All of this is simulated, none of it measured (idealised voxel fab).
process module | voxel self aligned vias
cross-section cut | 185 nm wide | cells 5 nm
A cross-section is a grid of square cells, given in bands from the top down. A band is one or more rows of cells.
Each band's line starts with the height of the band's top and of its bottom, in nm. Then come its materials from left to right, each with its width in nm. One material with "throughout" fills the band from edge to edge. "air" is empty space.
Height 0 is the level under which the wafer as received is all one material. The lowest band goes on downwards, as in "0 down".
A width such as "30 to 40" changes by the same amount from each row of cells to the next, from the band's top row to its bottom row.
"no change" after a step means that no cell of the cross-section changed.
closed voids: empty space of 8 cells or more with no open way to the top, each as width x height at its distance from the left edge, in nm
after a step's settings: what the simulator itself notes on the step
overlay nm, on a step with a mask: how far to the right of its planned place the mask lay; to the left if negative
plan
1 op RECEIVE | material Si
2 op CONFORMAL_DEP | material SiO2 | thk nm 10
3 op CONFORMAL_DEP | material SiCN | thk nm 5
4 op DIRECTIONAL_DEP | material SiO2 | thk nm 30
5 op PATTERN | tone open | mask id LINES | material resist | width nm 20 | pitch nm 55 | thk nm 15 | overlay nm 0
6 op DIRECTIONAL_ETCH | etch materials SiO2 | depth nm 30
7 op STRIP | etch materials resist
8 op CONFORMAL_DEP | material TiN | thk nm 5
9 op FILL_DEP | material Ru | thk nm 10
10 op CMP | height nm 45
11 op SELECTIVE_ETCH | etch materials W Ru TiN | depth nm 5
12 op FILL_DEP | material SiN | thk nm 10
13 op CMP | height nm 45
14 op DIRECTIONAL_DEP | material SiO2 | thk nm 15
15 op PATTERN | tone open | mask id VIAS | material resist | width nm 30 | pitch nm 55 | thk nm 20 | overlay nm 0
16 op DIRECTIONAL_ETCH | etch materials SiO2 | depth nm 15
17 op DIRECTIONAL_ETCH | etch materials SiN | depth nm 5
18 op STRIP | etch materials resist
19 op CONFORMAL_DEP | material TiN | thk nm 5
20 op FILL_DEP | material Cu | thk nm 10
21 op CMP | height nm 60
22 op CONFORMAL_DEP | material SiN | thk nm 5
first wafer, as planned
as received, after step 1
  0 down: Si throughout
  closed voids: none
after step 2
  10 to 0: SiO2 throughout
  below 0: unchanged
after step 3
  15 to 10: SiCN throughout
  below 10: unchanged
after step 4
  45 to 15: SiO2 throughout
  below 15: unchanged
after step 5
  60 to 45: resist 55 | air 20 | resist 35 | air 20 | resist 55
  below 45: unchanged
after step 6
  60 to 45: resist 55 | air 20 | resist 35 | air 20 | resist 55
  45 to 15: SiO2 55 | air 20 | SiO2 35 | air 20 | SiO2 55
  below 15: unchanged
after step 7
  45 to 15: SiO2 55 | air 20 | SiO2 35 | air 20 | SiO2 55
  below 15: unchanged
after step 8
  50 to 45: TiN 60 | air 10 | TiN 45 | air 10 | TiN 60
  45 to 20: SiO2 55 | TiN 5 | air 10 | TiN 5 | SiO2 35 | TiN 5 | air 10 | TiN 5 | SiO2 55
  20 to 15: SiO2 55 | TiN 20 | SiO2 35 | TiN 20 | SiO2 55
  below 15: unchanged
after step 9
  60 to 50: Ru throughout
  50 to 45: TiN 60 | Ru 10 | TiN 45 | Ru 10 | TiN 60
  45 to 20: SiO2 55 | TiN 5 | Ru 10 | TiN 5 | SiO2 35 | TiN 5 | Ru 10 | TiN 5 | SiO2 55
  below 20: unchanged
after step 10
  45 to 20: SiO2 55 | TiN 5 | Ru 10 | TiN 5 | SiO2 35 | TiN 5 | Ru 10 | TiN 5 | SiO2 55
  below 20: unchanged
after step 11
  45 to 40: SiO2 55 | air 20 | SiO2 35 | air 20 | SiO2 55
  below 40: unchanged
after step 12
  55 to 45: SiN throughout
  45 to 40: SiO2 55 | SiN 20 | SiO2 35 | SiN 20 | SiO2 55
  below 40: unchanged
after step 13
  45 to 40: SiO2 55 | SiN 20 | SiO2 35 | SiN 20 | SiO2 55
  below 40: unchanged
after step 14
  60 to 45: SiO2 throughout
  below 45: unchanged
after step 15
  80 to 60: resist 50 | air 30 | resist 25 | air 30 | resist 50
  below 60: unchanged
after step 16
  80 to 60: resist 50 | air 30 | resist 25 | air 30 | resist 50
  60 to 45: SiO2 50 | air 30 | SiO2 25 | air 30 | SiO2 50
  below 45: unchanged
after step 17
  80 to 60: resist 50 | air 30 | resist 25 | air 30 | resist 50
  60 to 45: SiO2 50 | air 30 | SiO2 25 | air 30 | SiO2 50
  45 to 40: SiO2 55 | air 20 | SiO2 35 | air 20 | SiO2 55
  below 40: unchanged
after step 18
  60 to 45: SiO2 50 | air 30 | SiO2 25 | air 30 | SiO2 50
  below 45: unchanged
after step 19
  65 to 60: TiN 55 | air 20 | TiN 35 | air 20 | TiN 55
  60 to 50: SiO2 50 | TiN 5 | air 20 | TiN 5 | SiO2 25 | TiN 5 | air 20 | TiN 5 | SiO2 50
  50 to 45: SiO2 50 | TiN 10 | air 10 | TiN 10 | SiO2 25 | TiN 10 | air 10 | TiN 10 | SiO2 50
  45 to 40: SiO2 55 | TiN 20 | SiO2 35 | TiN 20 | SiO2 55
  below 40: unchanged
after step 20
  75 to 65: Cu throughout
  65 to 60: TiN 55 | Cu 20 | TiN 35 | Cu 20 | TiN 55
  60 to 50: SiO2 50 | TiN 5 | Cu 20 | TiN 5 | SiO2 25 | TiN 5 | Cu 20 | TiN 5 | SiO2 50
  50 to 45: SiO2 50 | TiN 10 | Cu 10 | TiN 10 | SiO2 25 | TiN 10 | Cu 10 | TiN 10 | SiO2 50
  below 45: unchanged
after step 21
  60 to 50: SiO2 50 | TiN 5 | Cu 20 | TiN 5 | SiO2 25 | TiN 5 | Cu 20 | TiN 5 | SiO2 50
  below 50: unchanged
after step 22
  65 to 60: SiN throughout
  below 60: unchanged
second wafer: like start, like plan, one mistake. Through step 15 it matches the first wafer
when step 16 should have ended
  80 to 60: resist 50 | air 30 | resist 25 | air 30 | resist 50
  60 to 45: SiO2 50 | air 30 | SiO2 25 | air 30 | SiO2 50
  45 to 40: SiO2 50 | air 5 | SiN 20 | air 5 | SiO2 25 | air 5 | SiN 20 | air 5 | SiO2 50
  40 to 30: SiO2 50 | air 5 | TiN 5 | Ru 10 | TiN 5 | air 5 | SiO2 25 | air 5 | TiN 5 | Ru 10 | TiN 5 | air 5 | SiO2 50
  below 30: unchanged
when step 17 should have ended
  80 to 60: resist 50 | air 30 | resist 25 | air 30 | resist 50
  60 to 40: SiO2 50 | air 30 | SiO2 25 | air 30 | SiO2 50
  below 40: unchanged
when step 18 should have ended
  60 to 40: SiO2 50 | air 30 | SiO2 25 | air 30 | SiO2 50
  below 40: unchanged
when step 19 should have ended
  65 to 60: TiN 55 | air 20 | TiN 35 | air 20 | TiN 55
  60 to 45: SiO2 50 | TiN 5 | air 20 | TiN 5 | SiO2 25 | TiN 5 | air 20 | TiN 5 | SiO2 50
  45 to 40: SiO2 50 | TiN 30 | SiO2 25 | TiN 30 | SiO2 50
  40 to 30: SiO2 50 | TiN 10 | Ru 10 | TiN 10 | SiO2 25 | TiN 10 | Ru 10 | TiN 10 | SiO2 50
  below 30: unchanged
when step 20 should have ended
  75 to 65: Cu throughout
  65 to 60: TiN 55 | Cu 20 | TiN 35 | Cu 20 | TiN 55
  60 to 45: SiO2 50 | TiN 5 | Cu 20 | TiN 5 | SiO2 25 | TiN 5 | Cu 20 | TiN 5 | SiO2 50
  below 45: unchanged
when step 21 should have ended
  60 to 45: SiO2 50 | TiN 5 | Cu 20 | TiN 5 | SiO2 25 | TiN 5 | Cu 20 | TiN 5 | SiO2 50
  below 45: unchanged
when step 22 should have ended
  65 to 60: SiN throughout
  below 60: unchanged
what went wrong: step 16 was run twice
at the end the second wafer has, in cells: 4 more of Cu | 12 fewer of SiO2 | 8 more of TiN
